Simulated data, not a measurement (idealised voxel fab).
A process module follows: voxel trench capacitor.
Cross-section cut: width 245 nm, square cells of 5 nm.
In what follows, cross-sections appear as grids of square cells, described through bands that run from the top down, where every band is one or more rows of cells.
Read a band's entry like this: the first values are the height of its top and the height of its bottom in nm, and what follows is the sequence of materials from left to right, each with its width in nm. Note that "blank" is empty space, and that a single material marked "edge to edge" reaches across the band from edge to edge.
Counting heights begins at 0, where everything beneath is, in the wafer as received, one material. The lowest band has no bottom; it goes on downwards, as "z 0 and below" shows.
A width given as "30 to 40" starts at the first number in the band's top row and ends at the second number in its bottom row, shifting by an equal amount at every step from row to row.
You'll sometimes find "stayed the same" written for a step, and that's the way of saying that nowhere in the cross-section did a cell change during that step.
You'll see "Sealed internal voids" listing empty spaces that have no way open to the top, as long as they're 8 cells or more; the notation is width x height at distance, where the distance is from the left edge, and all of it is in nm.
Read whatever lies past the settings on a step's line as the simulator's own remark about the step.
overlay nm: step with mask; distance mask lay right of planned place; negative value = left of planned place.
-- Steps in the process plan
- 1: RECEIVE [material Si]
- 2: CONFORMAL_DEP [material SiN] [thk nm 5]
- 3: DIRECTIONAL_DEP [material aC] [thk nm 10]
- 4: PATTERN [tone open] [mask id TRENCH] [material resist] [width nm 25] [pitch nm 40] [thk nm 25] [overlay nm 0]
- 5: DIRECTIONAL_ETCH [etch materials aC] [depth nm 10]
- 6: STRIP [etch materials resist]
- 7: DIRECTIONAL_ETCH [etch materials SiN] [depth nm 5]
- 8: DIRECTIONAL_ETCH [etch materials Si] [depth nm 30]
- 9: STRIP [etch materials aC]
- 10: CONFORMAL_DEP [material HfO2] [thk nm 5]
- 11: CONFORMAL_DEP [material TiN] [thk nm 5]
- 12: FILL_DEP [material W] [thk nm 5]
- 13: CMP [height nm 5]
-- Incoming wafer in cross-section (state: after step 1)
    z 0 and below | Si edge to edge
    Sealed internal voids: none
-- Cross-sectional result after module completion. Note: starting condition and plan are unchanged from above; one processing mistake was made
    z 5 to 0 | SiN (70) | HfO2 (5) | TiN (5) | W (5) | TiN (5) | HfO2 (5) | SiN (15) | HfO2 (5) | TiN (5) | W (5) | TiN (5) | HfO2 (5) | SiN (15) | HfO2 (5) | TiN (5) | W (5) | TiN (5) | HfO2 (5) | SiN (70)
    z 0 to -50 | Si (70) | HfO2 (5) | TiN (5) | W (5) | TiN (5) | HfO2 (5) | Si (15) | HfO2 (5) | TiN (5) | W (5) | TiN (5) | HfO2 (5) | Si (15) | HfO2 (5) | TiN (5) | W (5) | TiN (5) | HfO2 (5) | Si (70)
    z -50 to -55 | Si (70) | HfO2 (5) | TiN (15) | HfO2 (5) | Si (15) | HfO2 (5) | TiN (15) | HfO2 (5) | Si (15) | HfO2 (5) | TiN (15) | HfO2 (5) | Si (70)
    z -55 to -60 | Si (70) | HfO2 (25) | Si (15) | HfO2 (25) | Si (15) | HfO2 (25) | Si (70)
    z -60 and below | Si edge to edge
    Sealed internal voids: none
The mistake made against the process plan was this: it should be noted that step 8 of the plan was executed twice
